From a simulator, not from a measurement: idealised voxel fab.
process module | voxel capacitor over wiring
cross-section cut | 175 nm wide | cells 5 nm
A cross-section is a grid of square cells, given in bands from the top down. A band is one or more rows of cells.
Each band's line starts with the height of the band's top and of its bottom, in nm. Then come its materials from left to right, each with its width in nm. One material with "throughout" fills the band from edge to edge. "air" is empty space.
Height 0 is the level under which the wafer as received is all one material. The lowest band goes on downwards, as in "0 down".
A width such as "30 to 40" changes by the same amount from each row of cells to the next, from the band's top row to its bottom row.
"no change" after a step means that no cell of the cross-section changed.
closed voids: empty space of 8 cells or more with no open way to the top, each as width x height at its distance from the left edge, in nm
after a step's settings: what the simulator itself notes on the step
overlay nm, on a step with a mask: how far to the right of its planned place the mask lay; to the left if negative
plan
1 op RECEIVE | material Si
2 op CONFORMAL_DEP | material SiO2 | thk nm 10
3 op DIRECTIONAL_DEP | material TiN | thk nm 5
4 op DIRECTIONAL_DEP | material Ru | thk nm 20
5 op DIRECTIONAL_DEP | material aC | thk nm 15
6 op PATTERN | tone cover | mask id METAL_1 | material resist | width nm 25 | pitch nm 75 | thk nm 30 | overlay nm 0
7 op DIRECTIONAL_ETCH | etch materials aC | depth nm 15
8 op STRIP | etch materials resist
9 op DIRECTIONAL_ETCH | etch materials Ru | depth nm 20
10 op DIRECTIONAL_ETCH | etch materials TiN | depth nm 5
11 op STRIP | etch materials aC
12 op FILL_DEP | material lowk | thk nm 10
13 op CMP | height nm 35
14 op CONFORMAL_DEP | material SiCN | thk nm 5
15 op DIRECTIONAL_DEP | material SiO2 | thk nm 20
16 op DIRECTIONAL_DEP | material aC | thk nm 10
17 op PATTERN | tone open | mask id PLUG_1 | material resist | width nm 15 | thk nm 25 | overlay nm 0
18 op DIRECTIONAL_ETCH | etch materials aC | depth nm 10
19 op STRIP | etch materials resist
20 op DIRECTIONAL_ETCH | etch materials SiO2 | depth nm 20
21 op DIRECTIONAL_ETCH | etch materials SiCN | depth nm 5
22 op STRIP | etch materials aC
23 op EPI | material Ru | thk nm 10
24 op EPI | material Ru | thk nm 10
25 op EPI | material Ru | thk nm 5
26 op DIRECTIONAL_DEP | material TiN | thk nm 10
27 op DIRECTIONAL_DEP | material SiN | thk nm 5
28 op DIRECTIONAL_DEP | material TiN | thk nm 5
29 op PATTERN | tone cover | mask id UPPER_PLATE | material resist | width nm 55 | thk nm 15 | overlay nm 0
30 op DIRECTIONAL_ETCH | etch materials TiN | depth nm 5
31 op DIRECTIONAL_ETCH | etch materials SiN | depth nm 5
32 op STRIP | etch materials resist
33 op MASKED_ETCH | tone cover | mask id LOWER_PLATE | width nm 65 | etch materials TiN | depth nm 10 | overlay nm 0
34 op FILL_DEP | material SiO2 | thk nm 20
35 op CMP | height nm 95
36 op DIRECTIONAL_DEP | material aC | thk nm 10
37 op PATTERN | tone open | mask id PLUG_2 | material resist | width nm 15 | thk nm 30 | overlay nm 0
38 op DIRECTIONAL_ETCH | etch materials aC | depth nm 10
39 op STRIP | etch materials resist
40 op DIRECTIONAL_ETCH | etch materials SiO2 | depth nm 15
41 op STRIP | etch materials aC
42 op CONFORMAL_DEP | material TiN | thk nm 5
43 op FILL_DEP | material Cu | thk nm 5
44 op CMP | height nm 95
45 op CONFORMAL_DEP | material SiN | thk nm 5
as received, after step 1
  0 down: Si throughout
  closed voids: none
a wafer at the end: this start, this plan, one mistake
  100 to 95: SiN throughout
  95 to 90: SiO2 55 | TiN 5 | SiN 40 | SiO2 75
  90 to 80: SiO2 40 | TiN 5 | SiO2 10 | TiN 50 | SiO2 70
  80 to 75: SiO2 45 | TiN 15 | SiO2 115
  75 to 70: SiO2 45 | SiN 15 | SiO2 115
  70 to 60: SiO2 45 | TiN 15 | SiO2 115
  60 to 40: SiO2 throughout
  40 to 35: SiCN throughout
  35 to 15: lowk 35 | Ru 25 | lowk 50 | Ru 25 | lowk 40
  15 to 10: lowk 35 | TiN 25 | lowk 50 | TiN 25 | lowk 40
  10 to 0: SiO2 throughout
  0 down: Si throughout
  closed voids: none
what went wrong: step 15 was run twice
